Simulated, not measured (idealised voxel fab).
The following is a process module called voxel quadruple lines.
The cross-section on display is named cut; it measures 300 nm wide, and its cells are 5 nm squares.
Cross-section, as written here: a square-cell grid given band by band from the top down, where a band holds one or more rows of cells. A band entry consists of two parts. The first gives the height of the band's top and the height of its bottom, in nm. The rest lists the band's materials from left to right, each with its width in nm. A single material labelled with the word "full width" fills the band from edge to edge, and the word "empty" marks empty space. Where do heights start? At 0: under that level the wafer as delivered is made of one material only. And the lowest band has no floor; it just carries on downward, as in "0 -> down". When a width is written as two numbers, as in "30..40", the first number is the width in the top row of cells of the band and the second is the width in its bottom row, and the width changes by the same amount from each row to the next. For the purposes of this document, the phrase "remained unchanged" attached to a step denotes that no cell within the cross-section was modified by that step. So "Entrapped voids" is basically the list of trapped voids: any empty space of 8 cells or more that can't reach the top through an opening. They're written width x height at distance, the distance being from the left edge, and it's all nm. Where a step's line continues beyond its settings, the continuation is a remark by the simulator itself on that step. On any step carrying a mask, the "overlay nm" setting, if present on the step's line, tells how far right of its planned place the mask lay; negative values point to the left.

# Planned process steps
1 RECEIVE | material Si
2 CONFORMAL_DEP | material Al2O3 | thk nm 5
3 DIRECTIONAL_DEP | material TiN | thk nm 10
4 DIRECTIONAL_DEP | material polySi | thk nm 15
5 DIRECTIONAL_DEP | material aC | thk nm 25
6 PATTERN | tone cover | mask id MANDREL | material resist | width nm 35 | pitch nm 100 | thk nm 30 | overlay nm -15
7 DIRECTIONAL_ETCH | etch materials aC | depth nm 25
8 STRIP | etch materials resist
9 CONFORMAL_DEP | material SiO2 | thk nm 15
10 DIRECTIONAL_ETCH | etch materials SiO2 | depth nm 15
11 STRIP | etch materials aC
12 DIRECTIONAL_ETCH | etch materials polySi | depth nm 15
13 STRIP | etch materials SiO2
14 CONFORMAL_DEP | material SiCN | thk nm 10
15 DIRECTIONAL_ETCH | etch materials SiCN | depth nm 10
16 STRIP | etch materials polySi
17 DIRECTIONAL_ETCH | etch materials TiN | depth nm 10
18 STRIP | etch materials SiCN
Every wafer here starts from the same state; it is the step 6 overlay nm that distinguishes them, and the value the plan gives belongs to the first wafer.

# The first of several wafers in cross-section, exactly as it reached us after step 1
	0 -> down | Si full width
	Entrapped voids: none

# First of several wafers, sectioned at end of module (last step: step 18)
	15 -> 5 | empty (40) / TiN (10) / empty (15) / TiN (10) / empty (15) / TiN (10) / empty (15) / TiN (10) / empty (15) / TiN (10) / empty (15) / TiN (10) / empty (15) / TiN (10) / empty (15) / TiN (10) / empty (75)
	5 -> 0 | Al2O3 full width
	0 -> down | Si full width
	Entrapped voids: none

# Cross-section at module completion, last wafer
	15 -> 5 | empty (70) / TiN (10) / empty (15) / TiN (10) / empty (15) / TiN (10) / empty (15) / TiN (10) / empty (15) / TiN (10) / empty (15) / TiN (10) / empty (15) / TiN (10) / empty (15) / TiN (10) / empty (45)
	5 -> 0 | Al2O3 full width
	0 -> down | Si full width
	Entrapped voids: none

# each wafer at the end: cells of each material gained (+) or lost (-) since it was received, then its closed voids
overlay nm -15 | +60 Al2O3 | +32 TiN | Entrapped voids: none
overlay nm -10 | +60 Al2O3 | +32 TiN | Entrapped voids: none
overlay nm -5 | +60 Al2O3 | +32 TiN | Entrapped voids: none
overlay nm 0 | +60 Al2O3 | +32 TiN | Entrapped voids: none
overlay nm 5 | +60 Al2O3 | +32 TiN | Entrapped voids: none
overlay nm 10 | +60 Al2O3 | +32 TiN | Entrapped voids: none
overlay nm 15 | +60 Al2O3 | +32 TiN | Entrapped voids: none
